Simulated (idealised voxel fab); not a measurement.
Process module in this document: voxel tone inversion
Square cell edge 5 nm, section width 230 nm, ID cut.
For the purposes of this document, a cross-section shall be understood as a grid of square cells, specified as bands listed in top-to-bottom order, each band consisting of one or more rows of cells. Band entry format. Leading values: height of top, height of bottom, nm. Remainder: materials in left-to-right order, each with its width in nm. Special words: "full width" on a single material, which then fills the band edge to edge; "blank", empty space. Where do heights start? At 0: under that level the wafer as delivered is made of one material only. And the lowest band has no floor; it just carries on downward, as in "top 0, no bottom". Top row gets the first number, bottom row gets the second, and each row in between changes by the same step: that is how a band width like "30..40" works. You'll sometimes find "nothing changed" written for a step, and that's the way of saying that nowhere in the cross-section did a cell change during that step. Entry "Closed void list". Content: empty spaces with no open connection to the top, size 8 cells or greater. Each: width x height at distance. Distance: from left edge. Unit: nm. That trailing text on a step's line, after the settings, is the simulator's own remark on the step. The "overlay nm" setting may appear on a step's line; for a step that uses a mask, it gives how far to the right of its planned position the mask lay, and a negative value indicates the left.

# Planned process steps
| 1 | RECEIVE, material Si |
| 2 | CONFORMAL_DEP, material SiCN, thk nm 10 |
| 3 | DIRECTIONAL_DEP, material polySi, thk nm 20 |
| 4 | PATTERN, tone cover, mask id POSTS, material resist, width nm 20, pitch nm 40, thk nm 30, overlay nm 0 |
| 5 | DIRECTIONAL_ETCH, etch materials polySi, depth nm 20 |
| 6 | STRIP, etch materials resist |
| 7 | FILL_DEP, material SiO2, thk nm 5 |
| 8 | CMP, height nm 30 |
| 9 | STRIP, etch materials polySi |
| 10 | CONFORMAL_DEP, material TiN, thk nm 5 |
| 11 | FILL_DEP, material W, thk nm 5 |
| 12 | CMP, height nm 30 |
| 13 | CONFORMAL_DEP, material SiCN, thk nm 5 |

# So, the first of our two wafers, run just as we planned it

# As-received wafer cross-section (after step 1)
top 0, no bottom  Si full width
Closed void list: none

# Step 2 complete: cross-section through the wafer
top 10, bottom 0  SiCN full width
Lower than 0, everything is as it was.

# Step 3 complete: cross-section through the wafer
top 30, bottom 10  polySi full width
Lower than 10, everything is as it was.

# Step 4 complete: cross-section through the wafer
top 60, bottom 30  blank (85) | resist (20) | blank (20) | resist (20) | blank (85)
Lower than 30, everything is as it was.

# Step 5 complete: cross-section through the wafer
top 60, bottom 30  blank (85) | resist (20) | blank (20) | resist (20) | blank (85)
top 30, bottom 10  blank (85) | polySi (20) | blank (20) | polySi (20) | blank (85)
Lower than 10, everything is as it was.

# Step 6 complete: cross-section through the wafer
top 30, bottom 10  blank (85) | polySi (20) | blank (20) | polySi (20) | blank (85)
Lower than 10, everything is as it was.

# Step 7 complete: cross-section through the wafer
top 35, bottom 30  SiO2 full width
top 30, bottom 10  SiO2 (85) | polySi (20) | SiO2 (20) | polySi (20) | SiO2 (85)
Lower than 10, everything is as it was.

# Step 8 complete: cross-section through the wafer
top 30, bottom 10  SiO2 (85) | polySi (20) | SiO2 (20) | polySi (20) | SiO2 (85)
Lower than 10, everything is as it was.

# Step 9 complete: cross-section through the wafer
top 30, bottom 10  SiO2 (85) | blank (20) | SiO2 (20) | blank (20) | SiO2 (85)
Lower than 10, everything is as it was.

# Step 10 complete: cross-section through the wafer
top 35, bottom 30  TiN (90) | blank (10) | TiN (30) | blank (10) | TiN (90)
top 30, bottom 15  SiO2 (85) | TiN (5) | blank (10) | TiN (5) | SiO2 (20) | TiN (5) | blank (10) | TiN (5) | SiO2 (85)
top 15, bottom 10  SiO2 (85) | TiN (20) | SiO2 (20) | TiN (20) | SiO2 (85)
Lower than 10, everything is as it was.

# Step 11 complete: cross-section through the wafer
top 40, bottom 35  W full width
top 35, bottom 30  TiN (90) | W (10) | TiN (30) | W (10) | TiN (90)
top 30, bottom 15  SiO2 (85) | TiN (5) | W (10) | TiN (5) | SiO2 (20) | TiN (5) | W (10) | TiN (5) | SiO2 (85)
Lower than 15, everything is as it was.

# Step 12 complete: cross-section through the wafer
top 30, bottom 15  SiO2 (85) | TiN (5) | W (10) | TiN (5) | SiO2 (20) | TiN (5) | W (10) | TiN (5) | SiO2 (85)
Lower than 15, everything is as it was.

# Step 13 complete: cross-section through the wafer
top 35, bottom 30  SiCN full width
Lower than 30, everything is as it was.

# The remaining wafer, second of the two, started like the first and was run to the same plan, except that one mistake was made along the way; the two coincide through step 3, inclusive

# At the planned end of step 4, the second wafer in cross-section
top 60, bottom 30  blank (85) | resist (25) | blank (15) | resist (25) | blank (80)
Lower than 30, everything is as it was.

# At the planned end of step 5, the second wafer in cross-section
top 60, bottom 30  blank (85) | resist (25) | blank (15) | resist (25) | blank (80)
top 30, bottom 10  blank (85) | polySi (25) | blank (15) | polySi (25) | blank (80)
Lower than 10, everything is as it was.

# At the planned end of step 6, the second wafer in cross-section
top 30, bottom 10  blank (85) | polySi (25) | blank (15) | polySi (25) | blank (80)
Lower than 10, everything is as it was.

# At the planned end of step 7, the second wafer in cross-section
top 35, bottom 30  SiO2 full width
top 30, bottom 10  SiO2 (85) | polySi (25) | SiO2 (15) | polySi (25) | SiO2 (80)
Lower than 10, everything is as it was.

# At the planned end of step 8, the second wafer in cross-section
top 30, bottom 10  SiO2 (85) | polySi (25) | SiO2 (15) | polySi (25) | SiO2 (80)
Lower than 10, everything is as it was.

# At the planned end of step 9, the second wafer in cross-section
top 30, bottom 10  SiO2 (85) | blank (25) | SiO2 (15) | blank (25) | SiO2 (80)
Lower than 10, everything is as it was.

# At the planned end of step 10, the second wafer in cross-section
top 35, bottom 30  TiN (90) | blank (15) | TiN (25) | blank (15) | TiN (85)
top 30, bottom 15  SiO2 (85) | TiN (5) | blank (15) | TiN (5) | SiO2 (15) | TiN (5) | blank (15) | TiN (5) | SiO2 (80)
top 15, bottom 10  SiO2 (85) | TiN (25) | SiO2 (15) | TiN (25) | SiO2 (80)
Lower than 10, everything is as it was.

# At the planned end of step 11, the second wafer in cross-section
top 40, bottom 35  W full width
top 35, bottom 30  TiN (90) | W (15) | TiN (25) | W (15) | TiN (85)
top 30, bottom 15  SiO2 (85) | TiN (5) | W (15) | TiN (5) | SiO2 (15) | TiN (5) | W (15) | TiN (5) | SiO2 (80)
Lower than 15, everything is as it was.

# At the planned end of step 12, the second wafer in cross-section
top 30, bottom 15  SiO2 (85) | TiN (5) | W (15) | TiN (5) | SiO2 (15) | TiN (5) | W (15) | TiN (5) | SiO2 (80)
Lower than 15, everything is as it was.

# At the planned end of step 13, the second wafer in cross-section
top 35, bottom 30  SiCN full width
Lower than 30, everything is as it was.
Where did the run depart from the plan? it should be noted that step 4 was executed with settings other than those planned, the operation and settings actually applied being PATTERN, tone cover, mask id POSTS, material resist, width nm 25, pitch nm 40, thk nm 30, overlay nm 0
At the finish, the second wafer shows more or fewer cells for some materials than the first does: -8 SiO2, +2 TiN, +6 W
